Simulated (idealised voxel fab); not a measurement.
The process module that follows is named voxel spacer lines.
Xsec cut, 200 nm wide, square cell size 5 nm.
A cross-section is written here as square cells arranged in a grid, and it is given in bands from the top down, each band taking up one or more rows of cells. Heads up on the band format: heights come first, top then bottom, in nm. After that it's the materials left to right, each with its width in nm. A single material flagged "full width" fills the whole band edge to edge, and "empty" means there's empty space there. The reference from which all heights are counted is 0, the level beneath which the as-received wafer is entirely one material; the lowest band, having no lower bound, proceeds downward and is written after the example "from 0 down". Width "30->40": first value at the band's top row of cells, second value at its bottom row, equal change from row to row. The cross-section has no changed cell in any step marked "no modification". Reported under the label "Closed void roster" are the empty spaces having no open way to the top and comprising 8 cells or more; the notation for each is width x height at distance, in which the distance is measured from the left edge and all three values are in nm. That trailing text on a step's line, after the settings, is the simulator's own remark on the step. "overlay nm" denotes, for a step that has a mask, the displacement of the mask to the right of its planned place, with negative values corresponding to the left.
# So here's the lineup of process steps we planned
| 1 | op RECEIVE | material Si |
| 2 | op CONFORMAL_DEP | material Al2O3 | thk nm 10 |
| 3 | op DIRECTIONAL_DEP | material TiN | thk nm 15 |
| 4 | op DIRECTIONAL_DEP | material aC | thk nm 20 |
| 5 | op PATTERN | tone cover | mask id MANDREL | material resist | width nm 25 | pitch nm 70 | thk nm 25 | overlay nm 0 |
| 6 | op DIRECTIONAL_ETCH | etch materials aC | depth nm 20 |
| 7 | op STRIP | etch materials resist |
| 8 | op CONFORMAL_DEP | material SiO2 | thk nm 10 |
| 9 | op DIRECTIONAL_ETCH | etch materials SiO2 | depth nm 10 |
| 10 | op STRIP | etch materials aC |
| 11 | op DIRECTIONAL_ETCH | etch materials TiN | depth nm 15 |
| 12 | op STRIP | etch materials SiO2 |
# Cross-section of the wafer as it came to us, i.e., already through step 1
	from 0 down = Si full width
	Closed void roster: none
# Run as planned - first of the two wafers cross-sectioned at the end of the module
	from 25 to 10 = empty 5, then TiN 10, then empty 25, then TiN 10, then empty 25, then TiN 10, then empty 25, then TiN 10, then empty 25, then TiN 10, then empty 25, then TiN 10, then empty 10
	from 10 to 0 = Al2O3 full width
	from 0 down = Si full width
	Closed void roster: none
# End-of-module cross-section of the second wafer: identical starting point and process plan to the first, with one processing mistake
	from 15 to 0 = empty 5, then TiN 10, then empty 25, then TiN 10, then empty 25, then TiN 10, then empty 25, then TiN 10, then empty 25, then TiN 10, then empty 25, then TiN 10, then empty 10
	from 0 down = Si full width
	Closed void roster: none
The mistake made against the process plan was this: step 2 of the plan: omitted, not performed
Heads up, by the end the second wafer has more or fewer cells of some materials compared to the first: -80 Al2O3
